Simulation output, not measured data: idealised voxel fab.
Process module in this document: voxel transistor to metal
We display cut, a cross-section 140 nm in width whose square cells are each 5 nm.
Cross-section layout: square cells on a grid; listed as bands, top to bottom; a band spans one or more cell rows.
Quick guide to a band line: top height, bottom height (nm) up front; then every material left to right with its width in nm. Only one material and it's marked "throughout"? Then it fills the band edge to edge. And "air" just means empty space.
Heights are measured from 0, the level below which the as-received wafer is all one material; the lowest band has no bottom and continues downward, written as in "0 down".
Width "30..40": first value at the band's top row of cells, second value at its bottom row, equal change from row to row.
Key: "left unchanged" - step with no changed cell in the cross-section.
Basically, "Unvented cavities" tells you about the enclosed voids: empty spaces with no open way to the top, 8 cells or bigger, each written width x height at distance, where distance is from the left edge, all in nm.
The remark found on a step's line after its settings is issued by the simulator itself and pertains to that step.
The optional step-line setting "overlay nm" applies to steps with a mask and quantifies how far to the right of its planned location the mask lay, a negative value indicating leftward placement.
Before/after cross-section pairs, one process step each; after shown to lowest changed band; step and settings beneath. Pairs may be from different runs of this module on the same starting wafer; a pair continues from the one above only where its "State before step" entry says so.

# State before step
- 45 to 40  SiO2 throughout
- 40 to 25  55 nm SiO2, 5 nm SiN, 5 nm SiO2, 20 nm SiCN, 5 nm SiO2, 5 nm SiN, 45 nm SiO2
- 25 to 5  55 nm SiO2, 5 nm SiN, 5 nm SiO2, 20 nm polySi, 5 nm SiO2, 5 nm SiN, 45 nm SiO2
- 5 to 0  15 nm SiO2, 20 nm SiGe, 5 nm SiO2, 15 nm SiGe, 5 nm SiN, 5 nm SiO2, 20 nm polySi, 5 nm SiO2, 5 nm SiN, 30 nm SiGe, 15 nm SiO2
- 0 to -5  15 nm SiO2, 5 nm SiN, 15 nm SiGe, 5 nm SiO2, 15 nm SiGe, 5 nm SiN, 5 nm SiO2, 20 nm polySi, 5 nm SiO2, 5 nm SiN, 25 nm SiGe, 5 nm SiN, 15 nm SiO2
- -5 to -10  20 nm SiO2, 35 nm SiGe, 40 nm SiO2, 25 nm SiGe, 20 nm SiO2
- -10 to -20  15 nm SiO2, 5 nm Si, 35 nm SiGe, 40 nm Si, 25 nm SiGe, 5 nm Si, 15 nm SiO2
- -20 to -40  15 nm SiO2, 110 nm Si, 15 nm SiO2
- -40 down  Si throughout
- Unvented cavities: none

# Resultant Cross-Section
- 40 to 25  55 nm SiO2, 5 nm SiN, 5 nm SiO2, 20 nm SiCN, 5 nm SiO2, 5 nm SiN, 45 nm SiO2
- Rest of section, below 25: as before.
- Unvented cavities: none
The two cross-sections above are separated by a single process step, namely CMP [height nm 40]

State before step: same picture as after in the pair right above, so we don't repeat it.

# Resultant Cross-Section
- 55 to 40  SiO2 throughout
- Rest of section, below 40: as before.
- Unvented cavities: none
The two cross-sections above are separated by a single process step, namely DIRECTIONAL_DEP [material SiO2] [thk nm 15]

State before step: same picture as after in the pair right above, so we don't repeat it.

# Resultant Cross-Section
- 70 to 55  aC throughout
- Rest of section, below 55: as before.
- Unvented cavities: none
The two cross-sections above are separated by a single process step, namely DIRECTIONAL_DEP [material aC] [thk nm 15]

State before step: same picture as after in the pair right above, so we don't repeat it.

# Resultant Cross-Section
- 100 to 70  20 nm resist, 20 nm air, 60 nm resist, 20 nm air, 20 nm resist
- Rest of section, below 70: as before.
- Unvented cavities: none
The two cross-sections above are separated by a single process step, namely PATTERN [tone open] [mask id CONTACT] [material resist] [width nm 20] [pitch nm 80] [thk nm 30] [overlay nm 0]

State before step: same picture as after in the pair right above, so we don't repeat it.

# Resultant Cross-Section
- 85 to 70  20 nm resist, 20 nm air, 60 nm resist, 20 nm air, 20 nm resist
- 70 to 55  20 nm aC, 20 nm air, 60 nm aC, 20 nm air, 20 nm aC
- Rest of section, below 55: as before.
- Unvented cavities: none
The two cross-sections above are separated by a single process step, namely DIRECTIONAL_ETCH [etch materials aC] [depth nm 15]

State before step: same picture as after in the pair right above, so we don't repeat it.

# Resultant Cross-Section
- 70 to 55  20 nm aC, 20 nm air, 60 nm aC, 20 nm air, 20 nm aC
- Rest of section, below 55: as before.
- Unvented cavities: none
The two cross-sections above are separated by a single process step, namely STRIP [etch materials resist]

State before step: same picture as after in the pair right above, so we don't repeat it.

# Resultant Cross-Section
- 70 to 55  20 nm aC, 20 nm air, 60 nm aC, 20 nm air, 20 nm aC
- 55 to 40  20 nm SiO2, 20 nm air, 60 nm SiO2, 20 nm air, 20 nm SiO2
- 40 to 25  20 nm SiO2, 20 nm air, 15 nm SiO2, 5 nm SiN, 5 nm SiO2, 20 nm SiCN, 5 nm SiO2, 5 nm SiN, 5 nm SiO2, 20 nm air, 20 nm SiO2
- 25 to 5  20 nm SiO2, 20 nm air, 15 nm SiO2, 5 nm SiN, 5 nm SiO2, 20 nm polySi, 5 nm SiO2, 5 nm SiN, 5 nm SiO2, 20 nm air, 20 nm SiO2
- Rest of section, below 5: as before.
- Unvented cavities: none
The two cross-sections above are separated by a single process step, namely DIRECTIONAL_ETCH [etch materials SiO2] [depth nm 50]

State before step: same picture as after in the pair right above, so we don't repeat it.

# Resultant Cross-Section
- 55 to 40  20 nm SiO2, 20 nm air, 60 nm SiO2, 20 nm air, 20 nm SiO2
- Rest of section, below 40: as before.
- Unvented cavities: none
The two cross-sections above are separated by a single process step, namely STRIP [etch materials aC]

State before step: same picture as after in the pair right above, so we don't repeat it.

# Resultant Cross-Section
- 60 to 55  25 nm TiN, 10 nm air, 70 nm TiN, 10 nm air, 25 nm TiN
- 55 to 40  20 nm SiO2, 5 nm TiN, 10 nm air, 5 nm TiN, 60 nm SiO2, 5 nm TiN, 10 nm air, 5 nm TiN, 20 nm SiO2
- 40 to 25  20 nm SiO2, 5 nm TiN, 10 nm air, 5 nm TiN, 15 nm SiO2, 5 nm SiN, 5 nm SiO2, 20 nm SiCN, 5 nm SiO2, 5 nm SiN, 5 nm SiO2, 5 nm TiN, 10 nm air, 5 nm TiN, 20 nm SiO2
- 25 to 10  20 nm SiO2, 5 nm TiN, 10 nm air, 5 nm TiN, 15 nm SiO2, 5 nm SiN, 5 nm SiO2, 20 nm polySi, 5 nm SiO2, 5 nm SiN, 5 nm SiO2, 5 nm TiN, 10 nm air, 5 nm TiN, 20 nm SiO2
- 10 to 5  20 nm SiO2, 20 nm TiN, 15 nm SiO2, 5 nm SiN, 5 nm SiO2, 20 nm polySi, 5 nm SiO2, 5 nm SiN, 5 nm SiO2, 20 nm TiN, 20 nm SiO2
- Rest of section, below 5: as before.
- Unvented cavities: none
The two cross-sections above are separated by a single process step, namely CONFORMAL_DEP [material TiN] [thk nm 5]

State before step: same picture as after in the pair right above, so we don't repeat it.

# Resultant Cross-Section
- 70 to 60  Ru throughout
- 60 to 55  25 nm TiN, 10 nm Ru, 70 nm TiN, 10 nm Ru, 25 nm TiN
- 55 to 40  20 nm SiO2, 5 nm TiN, 10 nm Ru, 5 nm TiN, 60 nm SiO2, 5 nm TiN, 10 nm Ru, 5 nm TiN, 20 nm SiO2
- 40 to 25  20 nm SiO2, 5 nm TiN, 10 nm Ru, 5 nm TiN, 15 nm SiO2, 5 nm SiN, 5 nm SiO2, 20 nm SiCN, 5 nm SiO2, 5 nm SiN, 5 nm SiO2, 5 nm TiN, 10 nm Ru, 5 nm TiN, 20 nm SiO2
- 25 to 10  20 nm SiO2, 5 nm TiN, 10 nm Ru, 5 nm TiN, 15 nm SiO2, 5 nm SiN, 5 nm SiO2, 20 nm polySi, 5 nm SiO2, 5 nm SiN, 5 nm SiO2, 5 nm TiN, 10 nm Ru, 5 nm TiN, 20 nm SiO2
- Rest of section, below 10: as before.
- Unvented cavities: none
The two cross-sections above are separated by a single process step, namely FILL_DEP [material Ru] [thk nm 10]

State before step: same picture as after in the pair right above, so we don't repeat it.

# Resultant Cross-Section
- 55 to 40  20 nm SiO2, 5 nm TiN, 10 nm Ru, 5 nm TiN, 60 nm SiO2, 5 nm TiN, 10 nm Ru, 5 nm TiN, 20 nm SiO2
- Rest of section, below 40: as before.
- Unvented cavities: none
The two cross-sections above are separated by a single process step, namely CMP [height nm 55]

State before step: same picture as after in the pair right above, so we don't repeat it.

# Resultant Cross-Section
- 60 to 55  SiCN throughout
- Rest of section, below 55: as before.
- Unvented cavities: none
The two cross-sections above are separated by a single process step, namely CONFORMAL_DEP [material SiCN] [thk nm 5]

State before step: same picture as after in the pair right above, so we don't repeat it.

# Resultant Cross-Section
- 75 to 60  SiO2 throughout
- Rest of section, below 60: as before.
- Unvented cavities: none
The two cross-sections above are separated by a single process step, namely DIRECTIONAL_DEP [material SiO2] [thk nm 15]

State before step: same picture as after in the pair right above, so we don't repeat it.

# Resultant Cross-Section
- 90 to 75  aC throughout
- Rest of section, below 75: as before.
- Unvented cavities: none
The two cross-sections above are separated by a single process step, namely DIRECTIONAL_DEP [material aC] [thk nm 15]

State before step: same picture as after in the pair right above, so we don't repeat it.

# Resultant Cross-Section
- 125 to 90  20 nm resist, 20 nm air, 60 nm resist, 20 nm air, 20 nm resist
- Rest of section, below 90: as before.
- Unvented cavities: none
The two cross-sections above are separated by a single process step, namely PATTERN [tone open] [mask id METAL_1] [material resist] [width nm 20] [pitch nm 80] [thk nm 35] [overlay nm 0]

State before step: same picture as after in the pair right above, so we don't repeat it.

# Resultant Cross-Section
- 110 to 90  20 nm resist, 20 nm air, 60 nm resist, 20 nm air, 20 nm resist
- 90 to 75  20 nm aC, 20 nm air, 60 nm aC, 20 nm air, 20 nm aC
- Rest of section, below 75: as before.
- Unvented cavities: none
The two cross-sections above are separated by a single process step, namely DIRECTIONAL_ETCH [etch materials aC] [depth nm 15]

State before step: same picture as after in the pair right above, so we don't repeat it.

# Resultant Cross-Section
- 90 to 75  20 nm aC, 20 nm air, 60 nm aC, 20 nm air, 20 nm aC
- Rest of section, below 75: as before.
- Unvented cavities: none
The two cross-sections above are separated by a single process step, namely STRIP [etch materials resist]

State before step: same picture as after in the pair right above, so we don't repeat it.

# Resultant Cross-Section
- 90 to 75  20 nm aC, 20 nm air, 60 nm aC, 20 nm air, 20 nm aC
- 75 to 60  20 nm SiO2, 20 nm air, 60 nm SiO2, 20 nm air, 20 nm SiO2
- Rest of section, below 60: as before.
- Unvented cavities: none
The two cross-sections above are separated by a single process step, namely DIRECTIONAL_ETCH [etch materials SiO2] [depth nm 15]

State before step: same picture as after in the pair right above, so we don't repeat it.

# Resultant Cross-Section
- 90 to 75  20 nm aC, 20 nm air, 60 nm aC, 20 nm air, 20 nm aC
- 75 to 60  20 nm SiO2, 20 nm air, 60 nm SiO2, 20 nm air, 20 nm SiO2
- 60 to 55  20 nm SiCN, 20 nm air, 60 nm SiCN, 20 nm air, 20 nm SiCN
- Rest of section, below 55: as before.
- Unvented cavities: none
The two cross-sections above are separated by a single process step, namely DIRECTIONAL_ETCH [etch materials SiCN] [depth nm 5]

State before step: same picture as after in the pair right above, so we don't repeat it.

# Resultant Cross-Section
- 75 to 60  20 nm SiO2, 20 nm air, 60 nm SiO2, 20 nm air, 20 nm SiO2
- Rest of section, below 60: as before.
- Unvented cavities: none
The two cross-sections above are separated by a single process step, namely STRIP [etch materials aC]

State before step: same picture as after in the pair right above, so we don't repeat it.

# Resultant Cross-Section
- 80 to 75  25 nm TiN, 10 nm air, 70 nm TiN, 10 nm air, 25 nm TiN
- 75 to 60  20 nm SiO2, 5 nm TiN, 10 nm air, 5 nm TiN, 60 nm SiO2, 5 nm TiN, 10 nm air, 5 nm TiN, 20 nm SiO2
- 60 to 55  20 nm SiCN, 20 nm TiN, 60 nm SiCN, 20 nm TiN, 20 nm SiCN
- Rest of section, below 55: as before.
- Unvented cavities: none
The two cross-sections above are separated by a single process step, namely CONFORMAL_DEP [material TiN] [thk nm 5]

State before step: same picture as after in the pair right above, so we don't repeat it.

# Resultant Cross-Section
- 90 to 80  W throughout
- 80 to 75  25 nm TiN, 10 nm W, 70 nm TiN, 10 nm W, 25 nm TiN
- 75 to 60  20 nm SiO2, 5 nm TiN, 10 nm W, 5 nm TiN, 60 nm SiO2, 5 nm TiN, 10 nm W, 5 nm TiN, 20 nm SiO2
- Rest of section, below 60: as before.
- Unvented cavities: none
The two cross-sections above are separated by a single process step, namely FILL_DEP [material W] [thk nm 10]

State before step: same picture as after in the pair right above, so we don't repeat it.

# Resultant Cross-Section
- 75 to 60  20 nm SiO2, 5 nm TiN, 10 nm W, 5 nm TiN, 60 nm SiO2, 5 nm TiN, 10 nm W, 5 nm TiN, 20 nm SiO2
- Rest of section, below 60: as before.
- Unvented cavities: none
The two cross-sections above are separated by a single process step, namely CMP [height nm 75]

State before step: same picture as after in the pair right above, so we don't repeat it.

# Resultant Cross-Section
- 80 to 75  SiCN throughout
- Rest of section, below 75: as before.
- Unvented cavities: none
The two cross-sections above are separated by a single process step, namely CONFORMAL_DEP [material SiCN] [thk nm 5]

# State before step
- 60 to 55  25 nm TiN, 10 nm air, 70 nm TiN, 10 nm air, 25 nm TiN
- 55 to 40  20 nm SiO2, 5 nm TiN, 10 nm air, 5 nm TiN, 60 nm SiO2, 5 nm TiN, 10 nm air, 5 nm TiN, 20 nm SiO2
- 40 to 25  20 nm SiO2, 5 nm TiN, 10 nm air, 5 nm TiN, 10 nm SiO2, 5 nm SiN, 5 nm SiO2, 20 nm SiCN, 5 nm SiO2, 5 nm SiN, 10 nm SiO2, 5 nm TiN, 10 nm air, 5 nm TiN, 20 nm SiO2
- 25 to 10  20 nm SiO2, 5 nm TiN, 10 nm air, 5 nm TiN, 10 nm SiO2, 5 nm SiN, 5 nm SiO2, 20 nm polySi, 5 nm SiO2, 5 nm SiN, 10 nm SiO2, 5 nm TiN, 10 nm air, 5 nm TiN, 20 nm SiO2
- 10 to 5  20 nm SiO2, 20 nm TiN, 10 nm SiO2, 5 nm SiN, 5 nm SiO2, 20 nm polySi, 5 nm SiO2, 5 nm SiN, 10 nm SiO2, 20 nm TiN, 20 nm SiO2
- 5 to 0  15 nm SiO2, 35 nm SiGe, 5 nm SiN, 5 nm SiO2, 20 nm polySi, 5 nm SiO2, 5 nm SiN, 35 nm SiGe, 15 nm SiO2
- 0 to -5  15 nm SiO2, 5 nm SiN, 30 nm SiGe, 5 nm SiN, 5 nm SiO2, 20 nm polySi, 5 nm SiO2, 5 nm SiN, 30 nm SiGe, 5 nm SiN, 15 nm SiO2
- -5 to -10  20 nm SiO2, 30 nm SiGe, 40 nm SiO2, 30 nm SiGe, 20 nm SiO2
- -10 to -20  15 nm SiO2, 5 nm Si, 30 nm SiGe, 40 nm Si, 30 nm SiGe, 5 nm Si, 15 nm SiO2
- -20 to -40  15 nm SiO2, 110 nm Si, 15 nm SiO2
- -40 down  Si throughout
- Unvented cavities: none

# Resultant Cross-Section
- 70 to 60  SiCN throughout
- 60 to 55  25 nm TiN, 10 nm SiCN, 70 nm TiN, 10 nm SiCN, 25 nm TiN
- 55 to 40  20 nm SiO2, 5 nm TiN, 10 nm SiCN, 5 nm TiN, 60 nm SiO2, 5 nm TiN, 10 nm SiCN, 5 nm TiN, 20 nm SiO2
- 40 to 25  20 nm SiO2, 5 nm TiN, 10 nm SiCN, 5 nm TiN, 10 nm SiO2, 5 nm SiN, 5 nm SiO2, 20 nm SiCN, 5 nm SiO2, 5 nm SiN, 10 nm SiO2, 5 nm TiN, 10 nm SiCN, 5 nm TiN, 20 nm SiO2
- 25 to 10  20 nm SiO2, 5 nm TiN, 10 nm SiCN, 5 nm TiN, 10 nm SiO2, 5 nm SiN, 5 nm SiO2, 20 nm polySi, 5 nm SiO2, 5 nm SiN, 10 nm SiO2, 5 nm TiN, 10 nm SiCN, 5 nm TiN, 20 nm SiO2
- Rest of section, below 10: as before.
- Unvented cavities: none
The two cross-sections above are separated by a single process step, namely FILL_DEP [material SiCN] [thk nm 10]

State before step: same picture as after in the pair right above, so we don't repeat it.

# Resultant Cross-Section
- 55 to 40  20 nm SiO2, 5 nm TiN, 10 nm SiCN, 5 nm TiN, 60 nm SiO2, 5 nm TiN, 10 nm SiCN, 5 nm TiN, 20 nm SiO2
- Rest of section, below 40: as before.
- Unvented cavities: none
The two cross-sections above are separated by a single process step, namely CMP [height nm 55]

State before step: same picture as after in the pair right above, so we don't repeat it.

# Resultant Cross-Section
- 60 to 55  SiCN throughout
- Rest of section, below 55: as before.
- Unvented cavities: none
The two cross-sections above are separated by a single process step, namely CONFORMAL_DEP [material SiCN] [thk nm 5]

State before step: same picture as after in the pair right above, so we don't repeat it.

# Resultant Cross-Section
- 75 to 60  SiO2 throughout
- Rest of section, below 60: as before.
- Unvented cavities: none
The two cross-sections above are separated by a single process step, namely DIRECTIONAL_DEP [material SiO2] [thk nm 15]

State before step: same picture as after in the pair right above, so we don't repeat it.

# Resultant Cross-Section
- 90 to 75  aC throughout
- Rest of section, below 75: as before.
- Unvented cavities: none
The two cross-sections above are separated by a single process step, namely DIRECTIONAL_DEP [material aC] [thk nm 15]

State before step: same picture as after in the pair right above, so we don't repeat it.

# Resultant Cross-Section
- 125 to 90  20 nm resist, 20 nm air, 60 nm resist, 20 nm air, 20 nm resist
- Rest of section, below 90: as before.
- Unvented cavities: none
The two cross-sections above are separated by a single process step, namely PATTERN [tone open] [mask id METAL_1] [material resist] [width nm 20] [pitch nm 80] [thk nm 35] [overlay nm 0]

State before step: same picture as after in the pair right above, so we don't repeat it.

# Resultant Cross-Section
- 110 to 90  20 nm resist, 20 nm air, 60 nm resist, 20 nm air, 20 nm resist
- 90 to 75  20 nm aC, 20 nm air, 60 nm aC, 20 nm air, 20 nm aC
- Rest of section, below 75: as before.
- Unvented cavities: none
The two cross-sections above are separated by a single process step, namely DIRECTIONAL_ETCH [etch materials aC] [depth nm 15]

State before step: same picture as after in the pair right above, so we don't repeat it.

# Resultant Cross-Section
- 90 to 75  20 nm aC, 20 nm air, 60 nm aC, 20 nm air, 20 nm aC
- Rest of section, below 75: as before.
- Unvented cavities: none
The two cross-sections above are separated by a single process step, namely STRIP [etch materials resist]

State before step: same picture as after in the pair right above, so we don't repeat it.

# Resultant Cross-Section
- 90 to 75  20 nm aC, 20 nm air, 60 nm aC, 20 nm air, 20 nm aC
- 75 to 60  20 nm SiO2, 20 nm air, 60 nm SiO2, 20 nm air, 20 nm SiO2
- Rest of section, below 60: as before.
- Unvented cavities: none
The two cross-sections above are separated by a single process step, namely DIRECTIONAL_ETCH [etch materials SiO2] [depth nm 15]

State before step: same picture as after in the pair right above, so we don't repeat it.

# Resultant Cross-Section
- 90 to 75  20 nm aC, 20 nm air, 60 nm aC, 20 nm air, 20 nm aC
- 75 to 60  20 nm SiO2, 20 nm air, 60 nm SiO2, 20 nm air, 20 nm SiO2
- 60 to 55  20 nm SiCN, 20 nm air, 60 nm SiCN, 20 nm air, 20 nm SiCN
- Rest of section, below 55: as before.
- Unvented cavities: none
The two cross-sections above are separated by a single process step, namely DIRECTIONAL_ETCH [etch materials SiCN] [depth nm 5]

State before step: same picture as after in the pair right above, so we don't repeat it.

# Resultant Cross-Section
- 75 to 60  20 nm SiO2, 20 nm air, 60 nm SiO2, 20 nm air, 20 nm SiO2
- Rest of section, below 60: as before.
- Unvented cavities: none
The two cross-sections above are separated by a single process step, namely STRIP [etch materials aC]

State before step: same picture as after in the pair right above, so we don't repeat it.

# Resultant Cross-Section
- 80 to 75  25 nm TiN, 10 nm air, 70 nm TiN, 10 nm air, 25 nm TiN
- 75 to 60  20 nm SiO2, 5 nm TiN, 10 nm air, 5 nm TiN, 60 nm SiO2, 5 nm TiN, 10 nm air, 5 nm TiN, 20 nm SiO2
- 60 to 55  20 nm SiCN, 20 nm TiN, 60 nm SiCN, 20 nm TiN, 20 nm SiCN
- Rest of section, below 55: as before.
- Unvented cavities: none
The two cross-sections above are separated by a single process step, namely CONFORMAL_DEP [material TiN] [thk nm 5]

State before step: same picture as after in the pair right above, so we don't repeat it.

# Resultant Cross-Section
- 90 to 80  W throughout
- 80 to 75  25 nm TiN, 10 nm W, 70 nm TiN, 10 nm W, 25 nm TiN
- 75 to 60  20 nm SiO2, 5 nm TiN, 10 nm W, 5 nm TiN, 60 nm SiO2, 5 nm TiN, 10 nm W, 5 nm TiN, 20 nm SiO2
- Rest of section, below 60: as before.
- Unvented cavities: none
The two cross-sections above are separated by a single process step, namely FILL_DEP [material W] [thk nm 10]

State before step: same picture as after in the pair right above, so we don't repeat it.

# Resultant Cross-Section
- 75 to 60  20 nm SiO2, 5 nm TiN, 10 nm W, 5 nm TiN, 60 nm SiO2, 5 nm TiN, 10 nm W, 5 nm TiN, 20 nm SiO2
- Rest of section, below 60: as before.
- Unvented cavities: none
The two cross-sections above are separated by a single process step, namely CMP [height nm 75]

State before step: same picture as after in the pair right above, so we don't repeat it.

# Resultant Cross-Section
- 80 to 75  SiCN throughout
- Rest of section, below 75: as before.
- Unvented cavities: none
The two cross-sections above are separated by a single process step, namely CONFORMAL_DEP [material SiCN] [thk nm 5]

# State before step
- 70 to 55  aC throughout
- 55 to 40  SiO2 throughout
- 40 to 25  50 nm SiO2, 5 nm SiN, 5 nm SiO2, 20 nm SiCN, 5 nm SiO2, 5 nm SiN, 50 nm SiO2
- 25 to 5  50 nm SiO2, 5 nm SiN, 5 nm SiO2, 20 nm polySi, 5 nm SiO2, 5 nm SiN, 50 nm SiO2
- 5 to 0  15 nm SiO2, 35 nm SiGe, 5 nm SiN, 5 nm SiO2, 20 nm polySi, 5 nm SiO2, 5 nm SiN, 35 nm SiGe, 15 nm SiO2
- 0 to -5  15 nm SiO2, 5 nm SiN, 30 nm SiGe, 5 nm SiN, 5 nm SiO2, 20 nm polySi, 5 nm SiO2, 5 nm SiN, 30 nm SiGe, 5 nm SiN, 15 nm SiO2
- -5 to -10  20 nm SiO2, 30 nm SiGe, 40 nm SiO2, 30 nm SiGe, 20 nm SiO2
- -10 to -20  15 nm SiO2, 5 nm Si, 30 nm SiGe, 40 nm Si, 30 nm SiGe, 5 nm Si, 15 nm SiO2
- -20 to -40  15 nm SiO2, 110 nm Si, 15 nm SiO2
- -40 down  Si throughout
- Unvented cavities: none

# Resultant Cross-Section
- 100 to 70  20 nm air, 20 nm resist, 60 nm air, 20 nm resist, 20 nm air
- Rest of section, below 70: as before.
- Unvented cavities: none
The two cross-sections above are separated by a single process step, namely PATTERN [tone cover] [mask id CONTACT] [material resist] [width nm 20] [pitch nm 80] [thk nm 30] [overlay nm 0]

State before step: same picture as after in the pair right above, so we don't repeat it.

# Resultant Cross-Section
- 85 to 70  20 nm air, 20 nm resist, 60 nm air, 20 nm resist, 20 nm air
- 70 to 55  20 nm air, 20 nm aC, 60 nm air, 20 nm aC, 20 nm air
- Rest of section, below 55: as before.
- Unvented cavities: none
The two cross-sections above are separated by a single process step, namely DIRECTIONAL_ETCH [etch materials aC] [depth nm 15]

State before step: same picture as after in the pair right above, so we don't repeat it.

# Resultant Cross-Section
- 70 to 55  20 nm air, 20 nm aC, 60 nm air, 20 nm aC, 20 nm air
- Rest of section, below 55: as before.
- Unvented cavities: none
The two cross-sections above are separated by a single process step, namely STRIP [etch materials resist]

State before step: same picture as after in the pair right above, so we don't repeat it.

# Resultant Cross-Section
- 70 to 55  20 nm air, 20 nm aC, 60 nm air, 20 nm aC, 20 nm air
- 55 to 40  20 nm air, 20 nm SiO2, 60 nm air, 20 nm SiO2, 20 nm air
- 40 to 25  20 nm air, 20 nm SiO2, 10 nm air, 5 nm SiN, 5 nm air, 20 nm SiCN, 5 nm air, 5 nm SiN, 10 nm air, 20 nm SiO2, 20 nm air
- 25 to 5  20 nm air, 20 nm SiO2, 10 nm air, 5 nm SiN, 5 nm air, 20 nm polySi, 5 nm air, 5 nm SiN, 10 nm air, 20 nm SiO2, 20 nm air
- Rest of section, below 5: as before.
- Unvented cavities: none
The two cross-sections above are separated by a single process step, namely DIRECTIONAL_ETCH [etch materials SiO2] [depth nm 50]

State before step: same picture as after in the pair right above, so we don't repeat it.

# Resultant Cross-Section
- 55 to 40  20 nm air, 20 nm SiO2, 60 nm air, 20 nm SiO2, 20 nm air
- Rest of section, below 40: as before.
- Unvented cavities: none
The two cross-sections above are separated by a single process step, namely STRIP [etch materials aC]

State before step: same picture as after in the pair right above, so we don't repeat it.

# Resultant Cross-Section
- 60 to 55  15 nm air, 30 nm TiN, 50 nm air, 30 nm TiN, 15 nm air
- 55 to 45  15 nm air, 5 nm TiN, 20 nm SiO2, 5 nm TiN, 50 nm air, 5 nm TiN, 20 nm SiO2, 5 nm TiN, 15 nm air
- 45 to 40  15 nm air, 5 nm TiN, 20 nm SiO2, 60 nm TiN, 20 nm SiO2, 5 nm TiN, 15 nm air
- 40 to 25  15 nm air, 5 nm TiN, 20 nm SiO2, 10 nm TiN, 5 nm SiN, 5 nm TiN, 20 nm SiCN, 5 nm TiN, 5 nm SiN, 10 nm TiN, 20 nm SiO2, 5 nm TiN, 15 nm air
- 25 to 10  15 nm air, 5 nm TiN, 20 nm SiO2, 10 nm TiN, 5 nm SiN, 5 nm TiN, 20 nm polySi, 5 nm TiN, 5 nm SiN, 10 nm TiN, 20 nm SiO2, 5 nm TiN, 15 nm air
- 10 to 5  20 nm TiN, 20 nm SiO2, 10 nm TiN, 5 nm SiN, 5 nm TiN, 20 nm polySi, 5 nm TiN, 5 nm SiN, 10 nm TiN, 20 nm SiO2, 20 nm TiN
- Rest of section, below 5: as before.
- Unvented cavities: none
The two cross-sections above are separated by a single process step, namely CONFORMAL_DEP [material TiN] [thk nm 5]

State before step: same picture as after in the pair right above, so we don't repeat it.

# Resultant Cross-Section
- 70 to 60  Ru throughout
- 60 to 55  15 nm Ru, 30 nm TiN, 50 nm Ru, 30 nm TiN, 15 nm Ru
- 55 to 45  15 nm Ru, 5 nm TiN, 20 nm SiO2, 5 nm TiN, 50 nm Ru, 5 nm TiN, 20 nm SiO2, 5 nm TiN, 15 nm Ru
- 45 to 40  15 nm Ru, 5 nm TiN, 20 nm SiO2, 60 nm TiN, 20 nm SiO2, 5 nm TiN, 15 nm Ru
- 40 to 25  15 nm Ru, 5 nm TiN, 20 nm SiO2, 10 nm TiN, 5 nm SiN, 5 nm TiN, 20 nm SiCN, 5 nm TiN, 5 nm SiN, 10 nm TiN, 20 nm SiO2, 5 nm TiN, 15 nm Ru
- 25 to 10  15 nm Ru, 5 nm TiN, 20 nm SiO2, 10 nm TiN, 5 nm SiN, 5 nm TiN, 20 nm polySi, 5 nm TiN, 5 nm SiN, 10 nm TiN, 20 nm SiO2, 5 nm TiN, 15 nm Ru
- Rest of section, below 10: as before.
- Unvented cavities: none
The two cross-sections above are separated by a single process step, namely FILL_DEP [material Ru] [thk nm 10]

State before step: same picture as after in the pair right above, so we don't repeat it.

# Resultant Cross-Section
- 55 to 45  15 nm Ru, 5 nm TiN, 20 nm SiO2, 5 nm TiN, 50 nm Ru, 5 nm TiN, 20 nm SiO2, 5 nm TiN, 15 nm Ru
- Rest of section, below 45: as before.
- Unvented cavities: none
The two cross-sections above are separated by a single process step, namely CMP [height nm 55]

State before step: same picture as after in the pair right above, so we don't repeat it.

# Resultant Cross-Section
- 60 to 55  SiCN throughout
- Rest of section, below 55: as before.
- Unvented cavities: none
The two cross-sections above are separated by a single process step, namely CONFORMAL_DEP [material SiCN] [thk nm 5]

State before step: same picture as after in the pair right above, so we don't repeat it.

# Resultant Cross-Section
- 75 to 60  SiO2 throughout
- Rest of section, below 60: as before.
- Unvented cavities: none
The two cross-sections above are separated by a single process step, namely DIRECTIONAL_DEP [material SiO2] [thk nm 15]

State before step: same picture as after in the pair right above, so we don't repeat it.

# Resultant Cross-Section
- 90 to 75  aC throughout
- Rest of section, below 75: as before.
- Unvented cavities: none
The two cross-sections above are separated by a single process step, namely DIRECTIONAL_DEP [material aC] [thk nm 15]

State before step: same picture as after in the pair right above, so we don't repeat it.

# Resultant Cross-Section
- 125 to 90  20 nm resist, 20 nm air, 60 nm resist, 20 nm air, 20 nm resist
- Rest of section, below 90: as before.
- Unvented cavities: none
The two cross-sections above are separated by a single process step, namely PATTERN [tone open] [mask id METAL_1] [material resist] [width nm 20] [pitch nm 80] [thk nm 35] [overlay nm 0]

State before step: same picture as after in the pair right above, so we don't repeat it.

# Resultant Cross-Section
- 110 to 90  20 nm resist, 20 nm air, 60 nm resist, 20 nm air, 20 nm resist
- 90 to 75  20 nm aC, 20 nm air, 60 nm aC, 20 nm air, 20 nm aC
- Rest of section, below 75: as before.
- Unvented cavities: none
The two cross-sections above are separated by a single process step, namely DIRECTIONAL_ETCH [etch materials aC] [depth nm 15]

State before step: same picture as after in the pair right above, so we don't repeat it.

# Resultant Cross-Section
- 90 to 75  20 nm aC, 20 nm air, 60 nm aC, 20 nm air, 20 nm aC
- Rest of section, below 75: as before.
- Unvented cavities: none
The two cross-sections above are separated by a single process step, namely STRIP [etch materials resist]

State before step: same picture as after in the pair right above, so we don't repeat it.

# Resultant Cross-Section
- 90 to 75  20 nm aC, 20 nm air, 60 nm aC, 20 nm air, 20 nm aC
- 75 to 60  20 nm SiO2, 20 nm air, 60 nm SiO2, 20 nm air, 20 nm SiO2
- Rest of section, below 60: as before.
- Unvented cavities: none
The two cross-sections above are separated by a single process step, namely DIRECTIONAL_ETCH [etch materials SiO2] [depth nm 15]

State before step: same picture as after in the pair right above, so we don't repeat it.

# Resultant Cross-Section
- 90 to 75  20 nm aC, 20 nm air, 60 nm aC, 20 nm air, 20 nm aC
- 75 to 60  20 nm SiO2, 20 nm air, 60 nm SiO2, 20 nm air, 20 nm SiO2
- 60 to 55  20 nm SiCN, 20 nm air, 60 nm SiCN, 20 nm air, 20 nm SiCN
- Rest of section, below 55: as before.
- Unvented cavities: none
The two cross-sections above are separated by a single process step, namely DIRECTIONAL_ETCH [etch materials SiCN] [depth nm 5]

State before step: same picture as after in the pair right above, so we don't repeat it.

# Resultant Cross-Section
- 75 to 60  20 nm SiO2, 20 nm air, 60 nm SiO2, 20 nm air, 20 nm SiO2
- Rest of section, below 60: as before.
- Unvented cavities: none
The two cross-sections above are separated by a single process step, namely STRIP [etch materials aC]
